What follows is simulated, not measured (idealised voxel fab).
Presented below is a process module, voxel spacer lines.
Section shown: cut. Width: 300 nm. Cell size: 5 nm, square.
Just so we're on the same page, the cross-sections are grids of square cells, and they're listed out in bands top to bottom, each band one or more rows deep.
Per band: top height and bottom height in nm, followed by the left-to-right materials and their widths in nm; "edge to edge" marks a single material spanning edge to edge, "blank" marks empty space.
It should be noted that heights are counted from 0, beneath which the wafer as supplied is of one material throughout, and that the lowest band possesses no lower boundary but continues downward, as written in "0 and below".
When a width is written as two numbers, as in "30->40", the first number is the width in the top row of cells of the band and the second is the width in its bottom row, and the width changes by the same amount from each row to the next.
The designation "same as before", where it is given for a processing step, indicates that no cell of the cross-section was altered in the course of that step.
For the entry "Encapsulated voids", the listed items are empty spaces with no open way to the top whose size is 8 cells or more; each item follows the pattern width x height at distance, where distance is from the left edge and all three are in nm.
Read whatever lies past the settings on a step's line as the simulator's own remark about the step.
overlay nm: mask offset rightward from planned place, masked step; negative means leftward offset.
-- Intended process steps
- 1: RECEIVE | material Si
- 2: CONFORMAL_DEP | material Al2O3 | thk nm 5
- 3: DIRECTIONAL_DEP | material TiN | thk nm 15
- 4: DIRECTIONAL_DEP | material aC | thk nm 25
- 5: PATTERN | tone cover | mask id MANDREL | material resist | width nm 15 | pitch nm 60 | thk nm 30 | overlay nm -15
- 6: DIRECTIONAL_ETCH | etch materials aC | depth nm 25
- 7: STRIP | etch materials resist
- 8: CONFORMAL_DEP | material SiO2 | thk nm 15
- 9: DIRECTIONAL_ETCH | etch materials SiO2 | depth nm 15
- 10: STRIP | etch materials aC
- 11: DIRECTIONAL_ETCH | etch materials TiN | depth nm 15
- 12: STRIP | etch materials SiO2
The plan's step 5 overlay nm is the first wafer's value; the wafers differ in this setting and start identical.
-- Cross-section of the first of several wafers on receipt, reflecting completion of step 1
0 and below  Si edge to edge
Encapsulated voids: none
-- At the end of the module, after its last step, step 12, the first of several wafers appears in cross-section as follows
20 down to 5  blank=80  TiN=15  blank=15  TiN=15  blank=15  TiN=15  blank=15  TiN=15  blank=115
5 down to 0  Al2O3 edge to edge
0 and below  Si edge to edge
Encapsulated voids: none
-- Showing the last wafer in cross-section at the end of the module
20 down to 5  blank=110  TiN=15  blank=15  TiN=15  blank=15  TiN=15  blank=15  TiN=15  blank=85
5 down to 0  Al2O3 edge to edge
0 and below  Si edge to edge
Encapsulated voids: none
-- Per-wafer rows below. For each material: cells gained (+) or lost (-) since the wafer was received, as of end of module. Then: closed voids
overlay nm -15, +60 Al2O3, +36 TiN, Encapsulated voids: none
overlay nm -10, +60 Al2O3, +36 TiN, Encapsulated voids: none
overlay nm -5, +60 Al2O3, +36 TiN, Encapsulated voids: none
overlay nm 0, +60 Al2O3, +36 TiN, Encapsulated voids: none
overlay nm 5, +60 Al2O3, +36 TiN, Encapsulated voids: none
overlay nm 10, +60 Al2O3, +36 TiN, Encapsulated voids: none
overlay nm 15, +60 Al2O3, +36 TiN, Encapsulated voids: none
